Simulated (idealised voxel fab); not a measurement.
process module | voxel gate over fins
cross-section cut | 240 nm wide | cells 5 nm
A cross-section is a grid of square cells, given in bands from the top down. A band is one or more rows of cells.
Each band's line starts with the height of the band's top and of its bottom, in nm. Then come its materials from left to right, each with its width in nm. One material with "throughout" fills the band from edge to edge. "air" is empty space.
Height 0 is the level under which the wafer as received is all one material. The lowest band goes on downwards, as in "0 down".
A width such as "30 to 40" changes by the same amount from each row of cells to the next, from the band's top row to its bottom row.
"no change" after a step means that no cell of the cross-section changed.
closed voids: empty space of 8 cells or more with no open way to the top, each as width x height at its distance from the left edge, in nm
after a step's settings: what the simulator itself notes on the step
overlay nm, on a step with a mask: how far to the right of its planned place the mask lay; to the left if negative
plan
1 op RECEIVE | material Si
2 op CONFORMAL_DEP | material SiN | thk nm 5
3 op MASKED_ETCH | tone cover | mask id FINS | width nm 15 | pitch nm 40 | etch materials SiN | depth nm 5 | overlay nm 0
4 op MASKED_ETCH | tone cover | mask id FINS | width nm 15 | pitch nm 40 | etch materials Si | depth nm 40 | overlay nm 0
5 op OXIDIZE | depth nm 5
6 op FILL_DEP | material SiO2 | thk nm 15
7 op CMP | height nm 5
8 op SELECTIVE_ETCH | etch materials SiO2 | depth nm 15
9 op STRIP | etch materials SiN
10 op CONFORMAL_DEP | material HfO2 | thk nm 5
11 op CONFORMAL_DEP | material TiN | thk nm 5
12 op FILL_DEP | material W | thk nm 10
13 op CMP | height nm 15
14 op CONFORMAL_DEP | material SiCN | thk nm 5
first wafer, as planned
as received, after step 1
  0 down: Si throughout
  closed voids: none
after step 2
  5 to 0: SiN throughout
  below 0: unchanged
after step 3
  5 to 0: air 50 | SiN 15 | air 25 | SiN 15 | air 25 | SiN 15 | air 25 | SiN 15 | air 55
  below 0: unchanged
after step 4
  5 to 0: air 50 | SiN 15 | air 25 | SiN 15 | air 25 | SiN 15 | air 25 | SiN 15 | air 55
  0 to -40: air 50 | Si 15 | air 25 | Si 15 | air 25 | Si 15 | air 25 | Si 15 | air 55
  below -40: unchanged
after step 5
  5 to 0: air 50 | SiN 15 | air 25 | SiN 15 | air 25 | SiN 15 | air 25 | SiN 15 | air 55
  0 to -40: air 50 | SiO2 5 | Si 5 | SiO2 5 | air 25 | SiO2 5 | Si 5 | SiO2 5 | air 25 | SiO2 5 | Si 5 | SiO2 5 | air 25 | SiO2 5 | Si 5 | SiO2 5 | air 55
  -40 to -45: SiO2 55 | Si 5 | SiO2 35 | Si 5 | SiO2 35 | Si 5 | SiO2 35 | Si 5 | SiO2 60
  below -45: unchanged
after step 6
  20 to 5: SiO2 throughout
  5 to 0: SiO2 50 | SiN 15 | SiO2 25 | SiN 15 | SiO2 25 | SiN 15 | SiO2 25 | SiN 15 | SiO2 55
  0 to -45: SiO2 55 | Si 5 | SiO2 35 | Si 5 | SiO2 35 | Si 5 | SiO2 35 | Si 5 | SiO2 60
  below -45: unchanged
after step 7
  5 to 0: SiO2 50 | SiN 15 | SiO2 25 | SiN 15 | SiO2 25 | SiN 15 | SiO2 25 | SiN 15 | SiO2 55
  below 0: unchanged
after step 8
  5 to 0: air 50 | SiN 15 | air 25 | SiN 15 | air 25 | SiN 15 | air 25 | SiN 15 | air 55
  0 to -10: air 55 | Si 5 | air 35 | Si 5 | air 35 | Si 5 | air 35 | Si 5 | air 60
  below -10: unchanged
after step 9
  0 to -10: air 55 | Si 5 | air 35 | Si 5 | air 35 | Si 5 | air 35 | Si 5 | air 60
  below -10: unchanged
after step 10
  5 to 0: air 50 | HfO2 15 | air 25 | HfO2 15 | air 25 | HfO2 15 | air 25 | HfO2 15 | air 55
  0 to -5: air 50 | HfO2 5 | Si 5 | HfO2 5 | air 25 | HfO2 5 | Si 5 | HfO2 5 | air 25 | HfO2 5 | Si 5 | HfO2 5 | air 25 | HfO2 5 | Si 5 | HfO2 5 | air 55
  -5 to -10: HfO2 55 | Si 5 | HfO2 35 | Si 5 | HfO2 35 | Si 5 | HfO2 35 | Si 5 | HfO2 60
  below -10: unchanged
after step 11
  10 to 5: air 45 | TiN 25 | air 15 | TiN 25 | air 15 | TiN 25 | air 15 | TiN 25 | air 50
  5 to 0: air 45 | TiN 5 | HfO2 15 | TiN 5 | air 15 | TiN 5 | HfO2 15 | TiN 5 | air 15 | TiN 5 | HfO2 15 | TiN 5 | air 15 | TiN 5 | HfO2 15 | TiN 5 | air 50
  0 to -5: TiN 50 | HfO2 5 | Si 5 | HfO2 5 | TiN 25 | HfO2 5 | Si 5 | HfO2 5 | TiN 25 | HfO2 5 | Si 5 | HfO2 5 | TiN 25 | HfO2 5 | Si 5 | HfO2 5 | TiN 55
  below -5: unchanged
after step 12
  20 to 10: W throughout
  10 to 5: W 45 | TiN 25 | W 15 | TiN 25 | W 15 | TiN 25 | W 15 | TiN 25 | W 50
  5 to 0: W 45 | TiN 5 | HfO2 15 | TiN 5 | W 15 | TiN 5 | HfO2 15 | TiN 5 | W 15 | TiN 5 | HfO2 15 | TiN 5 | W 15 | TiN 5 | HfO2 15 | TiN 5 | W 50
  below 0: unchanged
after step 13
  15 to 10: W throughout
  below 10: unchanged
after step 14
  20 to 15: SiCN throughout
  below 15: unchanged
second wafer: like start, like plan, one mistake. Through step 2 it matches the first wafer
when step 3 should have ended
  5 to 0: SiN 50 | air 15 | SiN 25 | air 15 | SiN 25 | air 15 | SiN 25 | air 15 | SiN 55
  below 0: unchanged
when step 4 should have ended: no change
when step 5 should have ended
  5 to 0: SiN 50 | air 15 | SiN 25 | air 15 | SiN 25 | air 15 | SiN 25 | air 15 | SiN 55
  0 to -5: Si 45 | SiO2 25 | Si 15 | SiO2 25 | Si 15 | SiO2 25 | Si 15 | SiO2 25 | Si 50
  below -5: unchanged
when step 6 should have ended
  20 to 5: SiO2 throughout
  5 to 0: SiN 50 | SiO2 15 | SiN 25 | SiO2 15 | SiN 25 | SiO2 15 | SiN 25 | SiO2 15 | SiN 55
  below 0: unchanged
when step 7 should have ended
  5 to 0: SiN 50 | SiO2 15 | SiN 25 | SiO2 15 | SiN 25 | SiO2 15 | SiN 25 | SiO2 15 | SiN 55
  below 0: unchanged
when step 8 should have ended
  5 to 0: SiN 50 | air 15 | SiN 25 | air 15 | SiN 25 | air 15 | SiN 25 | air 15 | SiN 55
  0 to -5: Si 45 | air 25 | Si 15 | air 25 | Si 15 | air 25 | Si 15 | air 25 | Si 50
  below -5: unchanged
when step 9 should have ended
  0 to -5: Si 45 | air 25 | Si 15 | air 25 | Si 15 | air 25 | Si 15 | air 25 | Si 50
  below -5: unchanged
when step 10 should have ended
  5 to 0: HfO2 50 | air 15 | HfO2 25 | air 15 | HfO2 25 | air 15 | HfO2 25 | air 15 | HfO2 55
  0 to -5: Si 45 | HfO2 25 | Si 15 | HfO2 25 | Si 15 | HfO2 25 | Si 15 | HfO2 25 | Si 50
  below -5: unchanged
when step 11 should have ended
  10 to 5: TiN 55 | air 5 | TiN 35 | air 5 | TiN 35 | air 5 | TiN 35 | air 5 | TiN 60
  5 to 0: HfO2 50 | TiN 15 | HfO2 25 | TiN 15 | HfO2 25 | TiN 15 | HfO2 25 | TiN 15 | HfO2 55
  below 0: unchanged
when step 12 should have ended
  20 to 10: W throughout
  10 to 5: TiN 55 | W 5 | TiN 35 | W 5 | TiN 35 | W 5 | TiN 35 | W 5 | TiN 60
  below 5: unchanged
when step 13 should have ended
  15 to 10: W throughout
  below 10: unchanged
when step 14 should have ended
  20 to 15: SiCN throughout
  below 15: unchanged
what went wrong: step 3 ran as: op MASKED_ETCH | tone open | mask id FINS | width nm 15 | pitch nm 40 | etch materials SiN | depth nm 5 | overlay nm 0
at the end the second wafer has, in cells: 8 fewer of HfO2 | 376 more of Si | 308 fewer of SiO2 | 8 fewer of TiN | 52 fewer of W
